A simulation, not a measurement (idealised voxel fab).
The name of this process module is voxel self aligned vias.
Displayed cross-section: cut, width of 250 nm, square cells sized 5 nm.
Just so we're on the same page, the cross-sections are grids of square cells, and they're listed out in bands top to bottom, each band one or more rows deep. The entry gives the band's vertical extent as a top height and a bottom height in nm, then its horizontal make-up as materials from left to right, each with a width in nm. "empty" stands for empty space; a single material marked "everywhere" fills the band edge to edge. Heights are reckoned from 0. Under this level, the received wafer is all of one material. The bottommost band is open-ended downward, for example "0..down". Think of "30..40" as a width that walks from the first number to the second as you go down the band, top row to bottom row, taking equal-sized steps from row to row. For the purposes of this document, the phrase "remained unchanged" attached to a step denotes that no cell within the cross-section was modified by that step. So "Enclosed cavity list" is basically the list of trapped voids: any empty space of 8 cells or more that can't reach the top through an opening. They're written width x height at distance, the distance being from the left edge, and it's all nm. Post-settings text on a step line: simulator's own remark regarding the step. "overlay nm", when on a step's line for a step with a mask, measures how far to the right of its planned place the mask lay; a negative measure means to the left.
## This section lists the process steps that were planned
1 RECEIVE,material Si
2 CONFORMAL_DEP,material SiO2,thk nm 15
3 CONFORMAL_DEP,material SiCN,thk nm 5
4 DIRECTIONAL_DEP,material SiO2,thk nm 25
5 MASKED_ETCH,tone open,mask id LINES,width nm 25,pitch nm 65,etch materials SiO2,depth nm 25,overlay nm 0
6 CONFORMAL_DEP,material TiN,thk nm 5
7 FILL_DEP,material W,thk nm 5
8 CMP,height nm 45
9 SELECTIVE_ETCH,etch materials W Ru TiN,depth nm 10
10 FILL_DEP,material SiN,thk nm 10
11 CMP,height nm 45
12 DIRECTIONAL_DEP,material SiO2,thk nm 20
13 MASKED_ETCH,tone open,mask id VIAS,width nm 35,pitch nm 65,etch materials SiO2,depth nm 20,overlay nm 0
14 MASKED_ETCH,tone open,mask id VIAS,width nm 35,pitch nm 65,etch materials SiN,depth nm 10,overlay nm 0
15 CONFORMAL_DEP,material TiN,thk nm 5
16 FILL_DEP,material W,thk nm 10
17 CMP,height nm 65
18 CONFORMAL_DEP,material SiN,thk nm 5
## Wafer at receipt (post step 1), cross-section
	0..down = Si everywhere
	Enclosed cavity list: none
## Cross-sectional result after module completion. Note: starting condition and plan are unchanged from above; one processing mistake was made
	70..65 = SiN everywhere
	65..40 = SiO2: 75  TiN: 5  W: 25  TiN: 5  SiO2: 30  TiN: 5  W: 25  TiN: 5  SiO2: 75
	40..35 = SiO2: 75  TiN: 35  SiO2: 30  TiN: 35  SiO2: 75
	35..25 = SiO2: 80  TiN: 5  W: 15  TiN: 5  SiO2: 40  TiN: 5  W: 15  TiN: 5  SiO2: 80
	25..20 = SiO2: 80  TiN: 25  SiO2: 40  TiN: 25  SiO2: 80
	20..15 = SiCN everywhere
	15..0 = SiO2 everywhere
	0..down = Si everywhere
	Enclosed cavity list: none
Short version of what went wrong: rather than as planned, step 13 actually ran as MASKED_ETCH,tone open,mask id VIAS,width nm 35,pitch nm 65,etch materials SiO2,depth nm 30,overlay nm 0
